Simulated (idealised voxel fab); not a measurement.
Process module, titled voxel double patterning
Section shown: cut. Width: 210 nm. Cell size: 5 nm, square.
Cross-section, as written here: a square-cell grid given band by band from the top down, where a band holds one or more rows of cells.
It is stipulated that each band's entry specify, in nanometres, the height of the top of the band and then that of its bottom, followed by the materials of the band in left-to-right sequence, each together with its width in nanometres. A single material marked by the word "throughout" is understood to fill the band from edge to edge; the word "blank" is understood to denote empty space.
Basically, 0 is our baseline, since under it the wafer straight out of the box is all one material. The bottom band has no lower end and keeps on going down, so it looks like "0 -> down".
A width given as "30 to 40" starts at the first number in the band's top row and ends at the second number in its bottom row, shifting by an equal amount at every step from row to row.
"remained the same" -> step changed no cross-section cell.
So "Closed void table" is basically the list of trapped voids: any empty space of 8 cells or more that can't reach the top through an opening. They're written width x height at distance, the distance being from the left edge, and it's all nm.
It should be noted that, on the line of a given step, the content following the step's settings is a remark produced by the simulator itself with respect to that step.
A step line may carry the setting "overlay nm", which, for steps involving a mask, states the distance by which the mask lay to the right of its intended position; negative values denote displacement to the left.

The following list gives the planned process steps:
1) RECEIVE | material Si
2) CONFORMAL_DEP | material SiN | thk nm 10
3) DIRECTIONAL_DEP | material SiO2 | thk nm 10
4) DIRECTIONAL_DEP | material SiCN | thk nm 10
5) MASKED_ETCH | tone open | mask id FIRST | width nm 15 | pitch nm 50 | etch materials SiCN | depth nm 10 | overlay nm 0
6) MASKED_ETCH | tone open | mask id SECOND | width nm 15 | pitch nm 50 | etch materials SiCN | depth nm 10 | overlay nm 0
7) DIRECTIONAL_ETCH | etch materials SiO2 | depth nm 10
8) STRIP | etch materials SiCN

Account of the first of two wafers, which was processed as intended:

Cross-section of the wafer as it came to us, i.e., already through step 1:
    0 -> down  Si throughout
    Closed void table: none

After step 2, in cross-section:
    10 -> 0  SiN throughout
    Everything under 0 stays put, no change at all.

After step 3, in cross-section:
    20 -> 10  SiO2 throughout
    Everything under 10 stays put, no change at all.

After step 4, in cross-section:
    30 -> 20  SiCN throughout
    Everything under 20 stays put, no change at all.

After step 5, in cross-section:
    30 -> 20  SiCN (45), blank (15), SiCN (35), blank (15), SiCN (35), blank (15), SiCN (50)
    Everything under 20 stays put, no change at all.

After step 6, in cross-section:
    30 -> 20  SiCN (45), blank (15), SiCN (10), blank (15), SiCN (10), blank (15), SiCN (10), blank (15), SiCN (10), blank (15), SiCN (50)
    Everything under 20 stays put, no change at all.

After step 7, in cross-section:
    30 -> 20  SiCN (45), blank (15), SiCN (10), blank (15), SiCN (10), blank (15), SiCN (10), blank (15), SiCN (10), blank (15), SiCN (50)
    20 -> 10  SiO2 (45), blank (15), SiO2 (10), blank (15), SiO2 (10), blank (15), SiO2 (10), blank (15), SiO2 (10), blank (15), SiO2 (50)
    Everything under 10 stays put, no change at all.

After step 8, in cross-section:
    20 -> 10  SiO2 (45), blank (15), SiO2 (10), blank (15), SiO2 (10), blank (15), SiO2 (10), blank (15), SiO2 (10), blank (15), SiO2 (50)
    Everything under 10 stays put, no change at all.

What follows concerns the second wafer, which started out like the first and was meant to follow the very same plan; one mistake crept in when it was run, but everything up to and including step 1 is the same as for the first wafer:

Second wafer, section view, time point: scheduled end of step 2: remained the same

Second wafer, section view, time point: scheduled end of step 3:
    10 -> 0  SiO2 throughout
    Everything under 0 stays put, no change at all.

Second wafer, section view, time point: scheduled end of step 4:
    20 -> 10  SiCN throughout
    Everything under 10 stays put, no change at all.

Second wafer, section view, time point: scheduled end of step 5:
    20 -> 10  SiCN (45), blank (15), SiCN (35), blank (15), SiCN (35), blank (15), SiCN (50)
    Everything under 10 stays put, no change at all.

Second wafer, section view, time point: scheduled end of step 6:
    20 -> 10  SiCN (45), blank (15), SiCN (10), blank (15), SiCN (10), blank (15), SiCN (10), blank (15), SiCN (10), blank (15), SiCN (50)
    Everything under 10 stays put, no change at all.

Second wafer, section view, time point: scheduled end of step 7:
    20 -> 10  SiCN (45), blank (15), SiCN (10), blank (15), SiCN (10), blank (15), SiCN (10), blank (15), SiCN (10), blank (15), SiCN (50)
    10 -> 0  SiO2 (45), blank (15), SiO2 (10), blank (15), SiO2 (10), blank (15), SiO2 (10), blank (15), SiO2 (10), blank (15), SiO2 (50)
    Everything under 0 stays put, no change at all.

Second wafer, section view, time point: scheduled end of step 8:
    10 -> 0  SiO2 (45), blank (15), SiO2 (10), blank (15), SiO2 (10), blank (15), SiO2 (10), blank (15), SiO2 (10), blank (15), SiO2 (50)
    Everything under 0 stays put, no change at all.
Processing error: plan step 2 never ran because it was skipped
Final cells, second wafer relative to first, materials higher or lower: SiN -84
